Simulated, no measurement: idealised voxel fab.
The name of this process module is voxel wiring stack.
The cross-section shown here is cut; it is 190 nm wide and divided into square cells measuring 5 nm on a side.
In this document a cross-section is written as a grid of square cells. It is given as a series of bands, listed from the top down, and a band is one or more rows of cells.
Each band's line starts with the height of the band's top and of its bottom, in nm. Then come its materials from left to right, each with its width in nm. One material with "throughout" fills the band from edge to edge. "blank" is empty space.
Counting heights begins at 0, where everything beneath is, in the wafer as received, one material. The lowest band has no bottom; it goes on downwards, as "top 0, no bottom" shows.
Read "30..40" as a graded width: first number on top, second number at the bottom, same change between each pair of neighbouring rows.
The designation "no alterations made", where it is given for a processing step, indicates that no cell of the cross-section was altered in the course of that step.
"Entrapped voids" enumerates empty spaces isolated from the top, with no open way to it, that contain at least 8 cells, giving each as width x height at distance from the left edge, all three in nm.
Whatever follows a step's settings on its line is a remark the simulator itself makes about that step.
overlay nm: for a step with a mask, the amount by which the mask lay right of where it was planned; a negative amount means left of it.

# Listed below are the process steps as planned
1) RECEIVE (material Si)
2) CONFORMAL_DEP (material SiO2; thk nm 15)
3) CONFORMAL_DEP (material SiN; thk nm 5)
4) DIRECTIONAL_DEP (material lowk; thk nm 25)
5) PATTERN (tone open; mask id METAL_1; material resist; width nm 20; pitch nm 40; thk nm 15; overlay nm 0)
6) DIRECTIONAL_ETCH (etch materials lowk; depth nm 25)
7) DIRECTIONAL_ETCH (etch materials SiN; depth nm 5)
8) STRIP (etch materials resist)
9) CONFORMAL_DEP (material TiN; thk nm 5)
10) FILL_DEP (material W; thk nm 10)
11) CMP (height nm 45)
12) EPI (material Ru; thk nm 5)
13) FILL_DEP (material SiCN; thk nm 5)
14) DIRECTIONAL_DEP (material lowk; thk nm 30)
15) DIRECTIONAL_DEP (material aC; thk nm 10)
16) PATTERN (tone open; mask id METAL_2; material resist; width nm 20; pitch nm 40; thk nm 25; overlay nm 0)
17) DIRECTIONAL_ETCH (etch materials aC; depth nm 10)
18) STRIP (etch materials resist)
19) DIRECTIONAL_ETCH (etch materials lowk; depth nm 20)
20) STRIP (etch materials aC)
21) PATTERN (tone open; mask id METAL_2_HOLES; material resist; width nm 15; pitch nm 40; thk nm 20; overlay nm 0)
22) DIRECTIONAL_ETCH (etch materials lowk; depth nm 10)
23) DIRECTIONAL_ETCH (etch materials SiCN; depth nm 5)
24) STRIP (etch materials resist)
25) CONFORMAL_DEP (material TiN; thk nm 5)
26) FILL_DEP (material Ru; thk nm 5)
27) CMP (height nm 85)
28) CONFORMAL_DEP (material SiCN; thk nm 5)
29) DIRECTIONAL_DEP (material lowk; thk nm 15)
30) DIRECTIONAL_DEP (material aC; thk nm 15)
31) PATTERN (tone open; mask id PLUG_2; material resist; width nm 15; thk nm 30; overlay nm 0)
32) DIRECTIONAL_ETCH (etch materials aC; depth nm 15)
33) STRIP (etch materials resist)
34) DIRECTIONAL_ETCH (etch materials lowk; depth nm 15)
35) DIRECTIONAL_ETCH (etch materials SiCN; depth nm 5)
36) STRIP (etch materials aC)
37) CONFORMAL_DEP (material TiN; thk nm 5)
38) FILL_DEP (material Cu; thk nm 5)
39) CMP (height nm 105)
40) CONFORMAL_DEP (material SiCN; thk nm 5)
41) DIRECTIONAL_DEP (material SiO2; thk nm 15)
42) PATTERN (tone open; mask id METAL_3; material resist; width nm 20; pitch nm 40; thk nm 20; overlay nm 0)
43) DIRECTIONAL_ETCH (etch materials SiO2; depth nm 15)
44) DIRECTIONAL_ETCH (etch materials SiCN; depth nm 5)
45) STRIP (etch materials resist)
46) CONFORMAL_DEP (material TiN; thk nm 5)
47) FILL_DEP (material Cu; thk nm 10)
48) CMP (height nm 125)
49) CONFORMAL_DEP (material SiN; thk nm 5)

# The first of the two wafers, which ran as planned

# Incoming wafer in cross-section (state: after step 1)
* top 0, no bottom  Si throughout
* Entrapped voids: none

# Cross-section: wafer state after step 2
* top 15, bottom 0  SiO2 throughout
* At heights below 0, the structure remains unaltered.

# Cross-section: wafer state after step 3
* top 20, bottom 15  SiN throughout
* At heights below 15, the structure remains unaltered.

# Cross-section: wafer state after step 4
* top 45, bottom 20  lowk throughout
* At heights below 20, the structure remains unaltered.

# Cross-section: wafer state after step 5
* top 60, bottom 45  65 nm resist | 20 nm blank | 20 nm resist | 20 nm blank | 65 nm resist
* At heights below 45, the structure remains unaltered.

# Cross-section: wafer state after step 6
* top 60, bottom 45  65 nm resist | 20 nm blank | 20 nm resist | 20 nm blank | 65 nm resist
* top 45, bottom 20  65 nm lowk | 20 nm blank | 20 nm lowk | 20 nm blank | 65 nm lowk
* At heights below 20, the structure remains unaltered.

# Cross-section: wafer state after step 7
* top 60, bottom 45  65 nm resist | 20 nm blank | 20 nm resist | 20 nm blank | 65 nm resist
* top 45, bottom 20  65 nm lowk | 20 nm blank | 20 nm lowk | 20 nm blank | 65 nm lowk
* top 20, bottom 15  65 nm SiN | 20 nm blank | 20 nm SiN | 20 nm blank | 65 nm SiN
* At heights below 15, the structure remains unaltered.

# Cross-section: wafer state after step 8
* top 45, bottom 20  65 nm lowk | 20 nm blank | 20 nm lowk | 20 nm blank | 65 nm lowk
* At heights below 20, the structure remains unaltered.

# Cross-section: wafer state after step 9
* top 50, bottom 45  70 nm TiN | 10 nm blank | 30 nm TiN | 10 nm blank | 70 nm TiN
* top 45, bottom 20  65 nm lowk | 5 nm TiN | 10 nm blank | 5 nm TiN | 20 nm lowk | 5 nm TiN | 10 nm blank | 5 nm TiN | 65 nm lowk
* top 20, bottom 15  65 nm SiN | 20 nm TiN | 20 nm SiN | 20 nm TiN | 65 nm SiN
* At heights below 15, the structure remains unaltered.

# Cross-section: wafer state after step 10
* top 60, bottom 50  W throughout
* top 50, bottom 45  70 nm TiN | 10 nm W | 30 nm TiN | 10 nm W | 70 nm TiN
* top 45, bottom 20  65 nm lowk | 5 nm TiN | 10 nm W | 5 nm TiN | 20 nm lowk | 5 nm TiN | 10 nm W | 5 nm TiN | 65 nm lowk
* At heights below 20, the structure remains unaltered.

# Cross-section: wafer state after step 11
* top 45, bottom 20  65 nm lowk | 5 nm TiN | 10 nm W | 5 nm TiN | 20 nm lowk | 5 nm TiN | 10 nm W | 5 nm TiN | 65 nm lowk
* At heights below 20, the structure remains unaltered.

# Cross-section: wafer state after step 12
* top 50, bottom 45  60 nm blank | 30 nm Ru | 10 nm blank | 30 nm Ru | 60 nm blank
* At heights below 45, the structure remains unaltered.

# Cross-section: wafer state after step 13
* top 55, bottom 50  SiCN throughout
* top 50, bottom 45  60 nm SiCN | 30 nm Ru | 10 nm SiCN | 30 nm Ru | 60 nm SiCN
* At heights below 45, the structure remains unaltered.

# Cross-section: wafer state after step 14
* top 85, bottom 55  lowk throughout
* At heights below 55, the structure remains unaltered.

# Cross-section: wafer state after step 15
* top 95, bottom 85  aC throughout
* At heights below 85, the structure remains unaltered.

# Cross-section: wafer state after step 16
* top 120, bottom 95  65 nm resist | 20 nm blank | 20 nm resist | 20 nm blank | 65 nm resist
* At heights below 95, the structure remains unaltered.

# Cross-section: wafer state after step 17
* top 110, bottom 95  65 nm resist | 20 nm blank | 20 nm resist | 20 nm blank | 65 nm resist
* top 95, bottom 85  65 nm aC | 20 nm blank | 20 nm aC | 20 nm blank | 65 nm aC
* At heights below 85, the structure remains unaltered.

# Cross-section: wafer state after step 18
* top 95, bottom 85  65 nm aC | 20 nm blank | 20 nm aC | 20 nm blank | 65 nm aC
* At heights below 85, the structure remains unaltered.

# Cross-section: wafer state after step 19
* top 95, bottom 85  65 nm aC | 20 nm blank | 20 nm aC | 20 nm blank | 65 nm aC
* top 85, bottom 65  65 nm lowk | 20 nm blank | 20 nm lowk | 20 nm blank | 65 nm lowk
* At heights below 65, the structure remains unaltered.

# Cross-section: wafer state after step 20
* top 85, bottom 65  65 nm lowk | 20 nm blank | 20 nm lowk | 20 nm blank | 65 nm lowk
* At heights below 65, the structure remains unaltered.

# Cross-section: wafer state after step 21
* top 105, bottom 85  65 nm resist | 15 nm blank | 25 nm resist | 15 nm blank | 70 nm resist
* top 85, bottom 65  65 nm lowk | 15 nm blank | 5 nm resist | 20 nm lowk | 15 nm blank | 5 nm resist | 65 nm lowk
* At heights below 65, the structure remains unaltered.

# Cross-section: wafer state after step 22
* top 105, bottom 85  65 nm resist | 15 nm blank | 25 nm resist | 15 nm blank | 70 nm resist
* top 85, bottom 65  65 nm lowk | 15 nm blank | 5 nm resist | 20 nm lowk | 15 nm blank | 5 nm resist | 65 nm lowk
* top 65, bottom 55  65 nm lowk | 15 nm blank | 25 nm lowk | 15 nm blank | 70 nm lowk
* At heights below 55, the structure remains unaltered.

# Cross-section: wafer state after step 23
* top 105, bottom 85  65 nm resist | 15 nm blank | 25 nm resist | 15 nm blank | 70 nm resist
* top 85, bottom 65  65 nm lowk | 15 nm blank | 5 nm resist | 20 nm lowk | 15 nm blank | 5 nm resist | 65 nm lowk
* top 65, bottom 55  65 nm lowk | 15 nm blank | 25 nm lowk | 15 nm blank | 70 nm lowk
* top 55, bottom 50  65 nm SiCN | 15 nm blank | 25 nm SiCN | 15 nm blank | 70 nm SiCN
* At heights below 50, the structure remains unaltered.

# Cross-section: wafer state after step 24
* top 85, bottom 65  65 nm lowk | 20 nm blank | 20 nm lowk | 20 nm blank | 65 nm lowk
* At heights below 65, the structure remains unaltered.

# Cross-section: wafer state after step 25
* top 90, bottom 85  70 nm TiN | 10 nm blank | 30 nm TiN | 10 nm blank | 70 nm TiN
* top 85, bottom 70  65 nm lowk | 5 nm TiN | 10 nm blank | 5 nm TiN | 20 nm lowk | 5 nm TiN | 10 nm blank | 5 nm TiN | 65 nm lowk
* top 70, bottom 65  65 nm lowk | 5 nm TiN | 5 nm blank | 10 nm TiN | 20 nm lowk | 5 nm TiN | 5 nm blank | 10 nm TiN | 65 nm lowk
* top 65, bottom 55  65 nm lowk | 5 nm TiN | 5 nm blank | 5 nm TiN | 25 nm lowk | 5 nm TiN | 5 nm blank | 5 nm TiN | 70 nm lowk
* top 55, bottom 50  65 nm SiCN | 15 nm TiN | 25 nm SiCN | 15 nm TiN | 70 nm SiCN
* At heights below 50, the structure remains unaltered.

# Cross-section: wafer state after step 26
* top 95, bottom 90  Ru throughout
* top 90, bottom 85  70 nm TiN | 10 nm Ru | 30 nm TiN | 10 nm Ru | 70 nm TiN
* top 85, bottom 70  65 nm lowk | 5 nm TiN | 10 nm Ru | 5 nm TiN | 20 nm lowk | 5 nm TiN | 10 nm Ru | 5 nm TiN | 65 nm lowk
* top 70, bottom 65  65 nm lowk | 5 nm TiN | 5 nm Ru | 10 nm TiN | 20 nm lowk | 5 nm TiN | 5 nm Ru | 10 nm TiN | 65 nm lowk
* top 65, bottom 55  65 nm lowk | 5 nm TiN | 5 nm Ru | 5 nm TiN | 25 nm lowk | 5 nm TiN | 5 nm Ru | 5 nm TiN | 70 nm lowk
* At heights below 55, the structure remains unaltered.

# Cross-section: wafer state after step 27
* top 85, bottom 70  65 nm lowk | 5 nm TiN | 10 nm Ru | 5 nm TiN | 20 nm lowk | 5 nm TiN | 10 nm Ru | 5 nm TiN | 65 nm lowk
* At heights below 70, the structure remains unaltered.

# Cross-section: wafer state after step 28
* top 90, bottom 85  SiCN throughout
* At heights below 85, the structure remains unaltered.

# Cross-section: wafer state after step 29
* top 105, bottom 90  lowk throughout
* At heights below 90, the structure remains unaltered.

# Cross-section: wafer state after step 30
* top 120, bottom 105  aC throughout
* At heights below 105, the structure remains unaltered.

# Cross-section: wafer state after step 31
* top 150, bottom 120  65 nm resist | 15 nm blank | 110 nm resist
* At heights below 120, the structure remains unaltered.

# Cross-section: wafer state after step 32
* top 135, bottom 120  65 nm resist | 15 nm blank | 110 nm resist
* top 120, bottom 105  65 nm aC | 15 nm blank | 110 nm aC
* At heights below 105, the structure remains unaltered.

# Cross-section: wafer state after step 33
* top 120, bottom 105  65 nm aC | 15 nm blank | 110 nm aC
* At heights below 105, the structure remains unaltered.

# Cross-section: wafer state after step 34
* top 120, bottom 105  65 nm aC | 15 nm blank | 110 nm aC
* top 105, bottom 90  65 nm lowk | 15 nm blank | 110 nm lowk
* At heights below 90, the structure remains unaltered.

# Cross-section: wafer state after step 35
* top 120, bottom 105  65 nm aC | 15 nm blank | 110 nm aC
* top 105, bottom 90  65 nm lowk | 15 nm blank | 110 nm lowk
* top 90, bottom 85  65 nm SiCN | 15 nm blank | 110 nm SiCN
* At heights below 85, the structure remains unaltered.

# Cross-section: wafer state after step 36
* top 105, bottom 90  65 nm lowk | 15 nm blank | 110 nm lowk
* At heights below 90, the structure remains unaltered.

# Cross-section: wafer state after step 37
* top 110, bottom 105  70 nm TiN | 5 nm blank | 115 nm TiN
* top 105, bottom 90  65 nm lowk | 5 nm TiN | 5 nm blank | 5 nm TiN | 110 nm lowk
* top 90, bottom 85  65 nm SiCN | 15 nm TiN | 110 nm SiCN
* At heights below 85, the structure remains unaltered.

# Cross-section: wafer state after step 38
* top 115, bottom 110  Cu throughout
* top 110, bottom 105  70 nm TiN | 5 nm Cu | 115 nm TiN
* top 105, bottom 90  65 nm lowk | 5 nm TiN | 5 nm Cu | 5 nm TiN | 110 nm lowk
* At heights below 90, the structure remains unaltered.

# Cross-section: wafer state after step 39
* top 105, bottom 90  65 nm lowk | 5 nm TiN | 5 nm Cu | 5 nm TiN | 110 nm lowk
* At heights below 90, the structure remains unaltered.

# Cross-section: wafer state after step 40
* top 110, bottom 105  SiCN throughout
* At heights below 105, the structure remains unaltered.

# Cross-section: wafer state after step 41
* top 125, bottom 110  SiO2 throughout
* At heights below 110, the structure remains unaltered.

# Cross-section: wafer state after step 42
* top 145, bottom 125  65 nm resist | 20 nm blank | 20 nm resist | 20 nm blank | 65 nm resist
* At heights below 125, the structure remains unaltered.

# Cross-section: wafer state after step 43
* top 145, bottom 125  65 nm resist | 20 nm blank | 20 nm resist | 20 nm blank | 65 nm resist
* top 125, bottom 110  65 nm SiO2 | 20 nm blank | 20 nm SiO2 | 20 nm blank | 65 nm SiO2
* At heights below 110, the structure remains unaltered.

# Cross-section: wafer state after step 44
* top 145, bottom 125  65 nm resist | 20 nm blank | 20 nm resist | 20 nm blank | 65 nm resist
* top 125, bottom 110  65 nm SiO2 | 20 nm blank | 20 nm SiO2 | 20 nm blank | 65 nm SiO2
* top 110, bottom 105  65 nm SiCN | 20 nm blank | 20 nm SiCN | 20 nm blank | 65 nm SiCN
* At heights below 105, the structure remains unaltered.

# Cross-section: wafer state after step 45
* top 125, bottom 110  65 nm SiO2 | 20 nm blank | 20 nm SiO2 | 20 nm blank | 65 nm SiO2
* At heights below 110, the structure remains unaltered.

# Cross-section: wafer state after step 46
* top 130, bottom 125  70 nm TiN | 10 nm blank | 30 nm TiN | 10 nm blank | 70 nm TiN
* top 125, bottom 110  65 nm SiO2 | 5 nm TiN | 10 nm blank | 5 nm TiN | 20 nm SiO2 | 5 nm TiN | 10 nm blank | 5 nm TiN | 65 nm SiO2
* top 110, bottom 105  65 nm SiCN | 20 nm TiN | 20 nm SiCN | 20 nm TiN | 65 nm SiCN
* At heights below 105, the structure remains unaltered.

# Cross-section: wafer state after step 47
* top 140, bottom 130  Cu throughout
* top 130, bottom 125  70 nm TiN | 10 nm Cu | 30 nm TiN | 10 nm Cu | 70 nm TiN
* top 125, bottom 110  65 nm SiO2 | 5 nm TiN | 10 nm Cu | 5 nm TiN | 20 nm SiO2 | 5 nm TiN | 10 nm Cu | 5 nm TiN | 65 nm SiO2
* At heights below 110, the structure remains unaltered.

# Cross-section: wafer state after step 48
* top 125, bottom 110  65 nm SiO2 | 5 nm TiN | 10 nm Cu | 5 nm TiN | 20 nm SiO2 | 5 nm TiN | 10 nm Cu | 5 nm TiN | 65 nm SiO2
* At heights below 110, the structure remains unaltered.

# Cross-section: wafer state after step 49
* top 130, bottom 125  SiN throughout
* At heights below 125, the structure remains unaltered.

# Regarding the second of the two wafers: it shared the first wafer's starting condition and process plan, yet one error occurred during its execution. Its history coincides with that of the first wafer up to and including step 26

# Second wafer: cross-section at the scheduled end of step 27
* top 80, bottom 70  65 nm lowk | 5 nm TiN | 10 nm Ru | 5 nm TiN | 20 nm lowk | 5 nm TiN | 10 nm Ru | 5 nm TiN | 65 nm lowk
* At heights below 70, the structure remains unaltered.

# Second wafer: cross-section at the scheduled end of step 28
* top 85, bottom 80  SiCN throughout
* At heights below 80, the structure remains unaltered.

# Second wafer: cross-section at the scheduled end of step 29
* top 100, bottom 85  lowk throughout
* At heights below 85, the structure remains unaltered.

# Second wafer: cross-section at the scheduled end of step 30
* top 115, bottom 100  aC throughout
* At heights below 100, the structure remains unaltered.

# Second wafer: cross-section at the scheduled end of step 31
* top 145, bottom 115  65 nm resist | 15 nm blank | 110 nm resist
* At heights below 115, the structure remains unaltered.

# Second wafer: cross-section at the scheduled end of step 32
* top 130, bottom 115  65 nm resist | 15 nm blank | 110 nm resist
* top 115, bottom 100  65 nm aC | 15 nm blank | 110 nm aC
* At heights below 100, the structure remains unaltered.

# Second wafer: cross-section at the scheduled end of step 33
* top 115, bottom 100  65 nm aC | 15 nm blank | 110 nm aC
* At heights below 100, the structure remains unaltered.

# Second wafer: cross-section at the scheduled end of step 34
* top 115, bottom 100  65 nm aC | 15 nm blank | 110 nm aC
* top 100, bottom 85  65 nm lowk | 15 nm blank | 110 nm lowk
* At heights below 85, the structure remains unaltered.

# Second wafer: cross-section at the scheduled end of step 35
* top 115, bottom 100  65 nm aC | 15 nm blank | 110 nm aC
* top 100, bottom 85  65 nm lowk | 15 nm blank | 110 nm lowk
* top 85, bottom 80  65 nm SiCN | 15 nm blank | 110 nm SiCN
* At heights below 80, the structure remains unaltered.

# Second wafer: cross-section at the scheduled end of step 36
* top 100, bottom 85  65 nm lowk | 15 nm blank | 110 nm lowk
* At heights below 85, the structure remains unaltered.

# Second wafer: cross-section at the scheduled end of step 37
* top 105, bottom 100  70 nm TiN | 5 nm blank | 115 nm TiN
* top 100, bottom 85  65 nm lowk | 5 nm TiN | 5 nm blank | 5 nm TiN | 110 nm lowk
* top 85, bottom 80  65 nm SiCN | 15 nm TiN | 110 nm SiCN
* At heights below 80, the structure remains unaltered.

# Second wafer: cross-section at the scheduled end of step 38
* top 110, bottom 105  Cu throughout
* top 105, bottom 100  70 nm TiN | 5 nm Cu | 115 nm TiN
* top 100, bottom 85  65 nm lowk | 5 nm TiN | 5 nm Cu | 5 nm TiN | 110 nm lowk
* At heights below 85, the structure remains unaltered.

# Second wafer: cross-section at the scheduled end of step 39
* top 105, bottom 100  70 nm TiN | 5 nm Cu | 115 nm TiN
* At heights below 100, the structure remains unaltered.

# Second wafer: cross-section at the scheduled end of step 40
* top 110, bottom 105  SiCN throughout
* At heights below 105, the structure remains unaltered.

# Second wafer: cross-section at the scheduled end of step 41
* top 125, bottom 110  SiO2 throughout
* At heights below 110, the structure remains unaltered.

# Second wafer: cross-section at the scheduled end of step 42
* top 145, bottom 125  65 nm resist | 20 nm blank | 20 nm resist | 20 nm blank | 65 nm resist
* At heights below 125, the structure remains unaltered.

# Second wafer: cross-section at the scheduled end of step 43
* top 145, bottom 125  65 nm resist | 20 nm blank | 20 nm resist | 20 nm blank | 65 nm resist
* top 125, bottom 110  65 nm SiO2 | 20 nm blank | 20 nm SiO2 | 20 nm blank | 65 nm SiO2
* At heights below 110, the structure remains unaltered.

# Second wafer: cross-section at the scheduled end of step 44
* top 145, bottom 125  65 nm resist | 20 nm blank | 20 nm resist | 20 nm blank | 65 nm resist
* top 125, bottom 110  65 nm SiO2 | 20 nm blank | 20 nm SiO2 | 20 nm blank | 65 nm SiO2
* top 110, bottom 105  65 nm SiCN | 20 nm blank | 20 nm SiCN | 20 nm blank | 65 nm SiCN
* At heights below 105, the structure remains unaltered.

# Second wafer: cross-section at the scheduled end of step 45
* top 125, bottom 110  65 nm SiO2 | 20 nm blank | 20 nm SiO2 | 20 nm blank | 65 nm SiO2
* At heights below 110, the structure remains unaltered.

# Second wafer: cross-section at the scheduled end of step 46
* top 130, bottom 125  70 nm TiN | 10 nm blank | 30 nm TiN | 10 nm blank | 70 nm TiN
* top 125, bottom 110  65 nm SiO2 | 5 nm TiN | 10 nm blank | 5 nm TiN | 20 nm SiO2 | 5 nm TiN | 10 nm blank | 5 nm TiN | 65 nm SiO2
* top 110, bottom 105  65 nm SiCN | 20 nm TiN | 20 nm SiCN | 20 nm TiN | 65 nm SiCN
* At heights below 105, the structure remains unaltered.

# Second wafer: cross-section at the scheduled end of step 47
* top 140, bottom 130  Cu throughout
* top 130, bottom 125  70 nm TiN | 10 nm Cu | 30 nm TiN | 10 nm Cu | 70 nm TiN
* top 125, bottom 110  65 nm SiO2 | 5 nm TiN | 10 nm Cu | 5 nm TiN | 20 nm SiO2 | 5 nm TiN | 10 nm Cu | 5 nm TiN | 65 nm SiO2
* At heights below 110, the structure remains unaltered.

# Second wafer: cross-section at the scheduled end of step 48
* top 125, bottom 110  65 nm SiO2 | 5 nm TiN | 10 nm Cu | 5 nm TiN | 20 nm SiO2 | 5 nm TiN | 10 nm Cu | 5 nm TiN | 65 nm SiO2
* At heights below 110, the structure remains unaltered.

# Second wafer: cross-section at the scheduled end of step 49
* top 130, bottom 125  SiN throughout
* At heights below 125, the structure remains unaltered.
What went wrong in running the wafer? step 27 went in with a setting other than planned; the actual run was CMP (height nm 80)
Bottom line after processing is that, in cells, the second wafer is up or down on some materials versus the first: Cu: 1 more, Ru: 4 fewer, TiN: 33 more, lowk: 30 fewer
